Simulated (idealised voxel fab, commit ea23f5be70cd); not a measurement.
The following process module bears the name voxel trench capacitor.
255 nm wide, 5 nm square cells: that's cross-section cut.
This document writes a cross-section as a grid whose cells are square, and gives it as bands, listed from the top down; one or more rows of cells form a band. Look at the band entry: it leads with the top's height and the bottom's height in nm. Then it lists the materials left to right, with a width in nm for each. The word "edge to edge" on a single material says that material fills the band edge to edge. The word "empty" is empty space. It should be noted that heights are counted from 0, beneath which the wafer as supplied is of one material throughout, and that the lowest band possesses no lower boundary but continues downward, as written in "0 down". Width "30..40": first value at the band's top row of cells, second value at its bottom row, equal change from row to row. Any step labelled "no change" changed none of the cells in the cross-section. Empty spaces without an open route to the top, at least 8 cells in extent, make up the entry "Sealed internal cavities"; each is given as width x height at distance, where the distance is measured from the left edge, and all are in nm. after a step's settings: what the simulator itself notes on the step. The setting "overlay nm" may be written on the line of a step. When the step uses a mask, the value reports how far to the right of the planned place the mask lay, and a negative value reports that it lay to the left.
## Planned process steps
step 1: RECEIVE, material Si
step 2: CONFORMAL_DEP, material SiN, thk nm 10
step 3: MASKED_ETCH, tone open, mask id TRENCH, width nm 25, pitch nm 45, etch materials SiN, depth nm 10, overlay nm 0
step 4: MASKED_ETCH, tone open, mask id TRENCH, width nm 25, pitch nm 45, etch materials Si, depth nm 25, overlay nm 0
step 5: CONFORMAL_DEP, material Al2O3, thk nm 5
step 6: CONFORMAL_DEP, material TiN, thk nm 5
step 7: FILL_DEP, material W, thk nm 5
step 8: CMP, height nm 10
## First wafer of two (run as planned)
## Cross-section of the wafer upon arrival, representing the state reached after step 1
* 0 down  Si edge to edge
* Sealed internal cavities: none
## The wafer, seen in cross-section, after step 2
* 10 to 0  SiN edge to edge
* Lower than 0, everything is as it was.
## The wafer, seen in cross-section, after step 3
* 10 to 0  45 nm SiN; 25 nm empty; 20 nm SiN; 25 nm empty; 20 nm SiN; 25 nm empty; 20 nm SiN; 25 nm empty; 50 nm SiN
* Lower than 0, everything is as it was.
## The wafer, seen in cross-section, after step 4
* 10 to 0  45 nm SiN; 25 nm empty; 20 nm SiN; 25 nm empty; 20 nm SiN; 25 nm empty; 20 nm SiN; 25 nm empty; 50 nm SiN
* 0 to -25  45 nm Si; 25 nm empty; 20 nm Si; 25 nm empty; 20 nm Si; 25 nm empty; 20 nm Si; 25 nm empty; 50 nm Si
* Lower than -25, everything is as it was.
## The wafer, seen in cross-section, after step 5
* 15 to 10  50 nm Al2O3; 15 nm empty; 30 nm Al2O3; 15 nm empty; 30 nm Al2O3; 15 nm empty; 30 nm Al2O3; 15 nm empty; 55 nm Al2O3
* 10 to 0  45 nm SiN; 5 nm Al2O3; 15 nm empty; 5 nm Al2O3; 20 nm SiN; 5 nm Al2O3; 15 nm empty; 5 nm Al2O3; 20 nm SiN; 5 nm Al2O3; 15 nm empty; 5 nm Al2O3; 20 nm SiN; 5 nm Al2O3; 15 nm empty; 5 nm Al2O3; 50 nm SiN
* 0 to -20  45 nm Si; 5 nm Al2O3; 15 nm empty; 5 nm Al2O3; 20 nm Si; 5 nm Al2O3; 15 nm empty; 5 nm Al2O3; 20 nm Si; 5 nm Al2O3; 15 nm empty; 5 nm Al2O3; 20 nm Si; 5 nm Al2O3; 15 nm empty; 5 nm Al2O3; 50 nm Si
* -20 to -25  45 nm Si; 25 nm Al2O3; 20 nm Si; 25 nm Al2O3; 20 nm Si; 25 nm Al2O3; 20 nm Si; 25 nm Al2O3; 50 nm Si
* Lower than -25, everything is as it was.
## The wafer, seen in cross-section, after step 6
* 20 to 15  55 nm TiN; 5 nm empty; 40 nm TiN; 5 nm empty; 40 nm TiN; 5 nm empty; 40 nm TiN; 5 nm empty; 60 nm TiN
* 15 to 10  50 nm Al2O3; 5 nm TiN; 5 nm empty; 5 nm TiN; 30 nm Al2O3; 5 nm TiN; 5 nm empty; 5 nm TiN; 30 nm Al2O3; 5 nm TiN; 5 nm empty; 5 nm TiN; 30 nm Al2O3; 5 nm TiN; 5 nm empty; 5 nm TiN; 55 nm Al2O3
* 10 to 0  45 nm SiN; 5 nm Al2O3; 5 nm TiN; 5 nm empty; 5 nm TiN; 5 nm Al2O3; 20 nm SiN; 5 nm Al2O3; 5 nm TiN; 5 nm empty; 5 nm TiN; 5 nm Al2O3; 20 nm SiN; 5 nm Al2O3; 5 nm TiN; 5 nm empty; 5 nm TiN; 5 nm Al2O3; 20 nm SiN; 5 nm Al2O3; 5 nm TiN; 5 nm empty; 5 nm TiN; 5 nm Al2O3; 50 nm SiN
* 0 to -15  45 nm Si; 5 nm Al2O3; 5 nm TiN; 5 nm empty; 5 nm TiN; 5 nm Al2O3; 20 nm Si; 5 nm Al2O3; 5 nm TiN; 5 nm empty; 5 nm TiN; 5 nm Al2O3; 20 nm Si; 5 nm Al2O3; 5 nm TiN; 5 nm empty; 5 nm TiN; 5 nm Al2O3; 20 nm Si; 5 nm Al2O3; 5 nm TiN; 5 nm empty; 5 nm TiN; 5 nm Al2O3; 50 nm Si
* -15 to -20  45 nm Si; 5 nm Al2O3; 15 nm TiN; 5 nm Al2O3; 20 nm Si; 5 nm Al2O3; 15 nm TiN; 5 nm Al2O3; 20 nm Si; 5 nm Al2O3; 15 nm TiN; 5 nm Al2O3; 20 nm Si; 5 nm Al2O3; 15 nm TiN; 5 nm Al2O3; 50 nm Si
* Lower than -20, everything is as it was.
## The wafer, seen in cross-section, after step 7
* 25 to 20  W edge to edge
* 20 to 15  55 nm TiN; 5 nm W; 40 nm TiN; 5 nm W; 40 nm TiN; 5 nm W; 40 nm TiN; 5 nm W; 60 nm TiN
* 15 to 10  50 nm Al2O3; 5 nm TiN; 5 nm W; 5 nm TiN; 30 nm Al2O3; 5 nm TiN; 5 nm W; 5 nm TiN; 30 nm Al2O3; 5 nm TiN; 5 nm W; 5 nm TiN; 30 nm Al2O3; 5 nm TiN; 5 nm W; 5 nm TiN; 55 nm Al2O3
* 10 to 0  45 nm SiN; 5 nm Al2O3; 5 nm TiN; 5 nm W; 5 nm TiN; 5 nm Al2O3; 20 nm SiN; 5 nm Al2O3; 5 nm TiN; 5 nm W; 5 nm TiN; 5 nm Al2O3; 20 nm SiN; 5 nm Al2O3; 5 nm TiN; 5 nm W; 5 nm TiN; 5 nm Al2O3; 20 nm SiN; 5 nm Al2O3; 5 nm TiN; 5 nm W; 5 nm TiN; 5 nm Al2O3; 50 nm SiN
* 0 to -15  45 nm Si; 5 nm Al2O3; 5 nm TiN; 5 nm W; 5 nm TiN; 5 nm Al2O3; 20 nm Si; 5 nm Al2O3; 5 nm TiN; 5 nm W; 5 nm TiN; 5 nm Al2O3; 20 nm Si; 5 nm Al2O3; 5 nm TiN; 5 nm W; 5 nm TiN; 5 nm Al2O3; 20 nm Si; 5 nm Al2O3; 5 nm TiN; 5 nm W; 5 nm TiN; 5 nm Al2O3; 50 nm Si
* Lower than -15, everything is as it was.
## The wafer, seen in cross-section, after step 8
* 10 to 0  45 nm SiN; 5 nm Al2O3; 5 nm TiN; 5 nm W; 5 nm TiN; 5 nm Al2O3; 20 nm SiN; 5 nm Al2O3; 5 nm TiN; 5 nm W; 5 nm TiN; 5 nm Al2O3; 20 nm SiN; 5 nm Al2O3; 5 nm TiN; 5 nm W; 5 nm TiN; 5 nm Al2O3; 20 nm SiN; 5 nm Al2O3; 5 nm TiN; 5 nm W; 5 nm TiN; 5 nm Al2O3; 50 nm SiN
* Lower than 0, everything is as it was.
## Second wafer, same starting conditions and recipe as the first, one mistake in executing it, nothing differs from the first up to and including step 4
## Look at the second wafer in cross-section at the time step 5 ought to have finished
* 15 to 10  50 nm TiN; 15 nm empty; 30 nm TiN; 15 nm empty; 30 nm TiN; 15 nm empty; 30 nm TiN; 15 nm empty; 55 nm TiN
* 10 to 0  45 nm SiN; 5 nm TiN; 15 nm empty; 5 nm TiN; 20 nm SiN; 5 nm TiN; 15 nm empty; 5 nm TiN; 20 nm SiN; 5 nm TiN; 15 nm empty; 5 nm TiN; 20 nm SiN; 5 nm TiN; 15 nm empty; 5 nm TiN; 50 nm SiN
* 0 to -20  45 nm Si; 5 nm TiN; 15 nm empty; 5 nm TiN; 20 nm Si; 5 nm TiN; 15 nm empty; 5 nm TiN; 20 nm Si; 5 nm TiN; 15 nm empty; 5 nm TiN; 20 nm Si; 5 nm TiN; 15 nm empty; 5 nm TiN; 50 nm Si
* -20 to -25  45 nm Si; 25 nm TiN; 20 nm Si; 25 nm TiN; 20 nm Si; 25 nm TiN; 20 nm Si; 25 nm TiN; 50 nm Si
* Lower than -25, everything is as it was.
## Look at the second wafer in cross-section at the time step 6 ought to have finished
* 20 to 15  55 nm Al2O3; 5 nm empty; 40 nm Al2O3; 5 nm empty; 40 nm Al2O3; 5 nm empty; 40 nm Al2O3; 5 nm empty; 60 nm Al2O3
* 15 to 10  50 nm TiN; 5 nm Al2O3; 5 nm empty; 5 nm Al2O3; 30 nm TiN; 5 nm Al2O3; 5 nm empty; 5 nm Al2O3; 30 nm TiN; 5 nm Al2O3; 5 nm empty; 5 nm Al2O3; 30 nm TiN; 5 nm Al2O3; 5 nm empty; 5 nm Al2O3; 55 nm TiN
* 10 to 0  45 nm SiN; 5 nm TiN; 5 nm Al2O3; 5 nm empty; 5 nm Al2O3; 5 nm TiN; 20 nm SiN; 5 nm TiN; 5 nm Al2O3; 5 nm empty; 5 nm Al2O3; 5 nm TiN; 20 nm SiN; 5 nm TiN; 5 nm Al2O3; 5 nm empty; 5 nm Al2O3; 5 nm TiN; 20 nm SiN; 5 nm TiN; 5 nm Al2O3; 5 nm empty; 5 nm Al2O3; 5 nm TiN; 50 nm SiN
* 0 to -15  45 nm Si; 5 nm TiN; 5 nm Al2O3; 5 nm empty; 5 nm Al2O3; 5 nm TiN; 20 nm Si; 5 nm TiN; 5 nm Al2O3; 5 nm empty; 5 nm Al2O3; 5 nm TiN; 20 nm Si; 5 nm TiN; 5 nm Al2O3; 5 nm empty; 5 nm Al2O3; 5 nm TiN; 20 nm Si; 5 nm TiN; 5 nm Al2O3; 5 nm empty; 5 nm Al2O3; 5 nm TiN; 50 nm Si
* -15 to -20  45 nm Si; 5 nm TiN; 15 nm Al2O3; 5 nm TiN; 20 nm Si; 5 nm TiN; 15 nm Al2O3; 5 nm TiN; 20 nm Si; 5 nm TiN; 15 nm Al2O3; 5 nm TiN; 20 nm Si; 5 nm TiN; 15 nm Al2O3; 5 nm TiN; 50 nm Si
* Lower than -20, everything is as it was.
## Look at the second wafer in cross-section at the time step 7 ought to have finished
* 25 to 20  W edge to edge
* 20 to 15  55 nm Al2O3; 5 nm W; 40 nm Al2O3; 5 nm W; 40 nm Al2O3; 5 nm W; 40 nm Al2O3; 5 nm W; 60 nm Al2O3
* 15 to 10  50 nm TiN; 5 nm Al2O3; 5 nm W; 5 nm Al2O3; 30 nm TiN; 5 nm Al2O3; 5 nm W; 5 nm Al2O3; 30 nm TiN; 5 nm Al2O3; 5 nm W; 5 nm Al2O3; 30 nm TiN; 5 nm Al2O3; 5 nm W; 5 nm Al2O3; 55 nm TiN
* 10 to 0  45 nm SiN; 5 nm TiN; 5 nm Al2O3; 5 nm W; 5 nm Al2O3; 5 nm TiN; 20 nm SiN; 5 nm TiN; 5 nm Al2O3; 5 nm W; 5 nm Al2O3; 5 nm TiN; 20 nm SiN; 5 nm TiN; 5 nm Al2O3; 5 nm W; 5 nm Al2O3; 5 nm TiN; 20 nm SiN; 5 nm TiN; 5 nm Al2O3; 5 nm W; 5 nm Al2O3; 5 nm TiN; 50 nm SiN
* 0 to -15  45 nm Si; 5 nm TiN; 5 nm Al2O3; 5 nm W; 5 nm Al2O3; 5 nm TiN; 20 nm Si; 5 nm TiN; 5 nm Al2O3; 5 nm W; 5 nm Al2O3; 5 nm TiN; 20 nm Si; 5 nm TiN; 5 nm Al2O3; 5 nm W; 5 nm Al2O3; 5 nm TiN; 20 nm Si; 5 nm TiN; 5 nm Al2O3; 5 nm W; 5 nm Al2O3; 5 nm TiN; 50 nm Si
* Lower than -15, everything is as it was.
## Look at the second wafer in cross-section at the time step 8 ought to have finished
* 10 to 0  45 nm SiN; 5 nm TiN; 5 nm Al2O3; 5 nm W; 5 nm Al2O3; 5 nm TiN; 20 nm SiN; 5 nm TiN; 5 nm Al2O3; 5 nm W; 5 nm Al2O3; 5 nm TiN; 20 nm SiN; 5 nm TiN; 5 nm Al2O3; 5 nm W; 5 nm Al2O3; 5 nm TiN; 20 nm SiN; 5 nm TiN; 5 nm Al2O3; 5 nm W; 5 nm Al2O3; 5 nm TiN; 50 nm SiN
* Lower than 0, everything is as it was.
What was the processing mistake? sequence error: steps 5 and 6 interchanged
The second wafer ends with more or fewer cells of some materials than the first, per final count: 16 fewer of Al2O3; 16 more of TiN
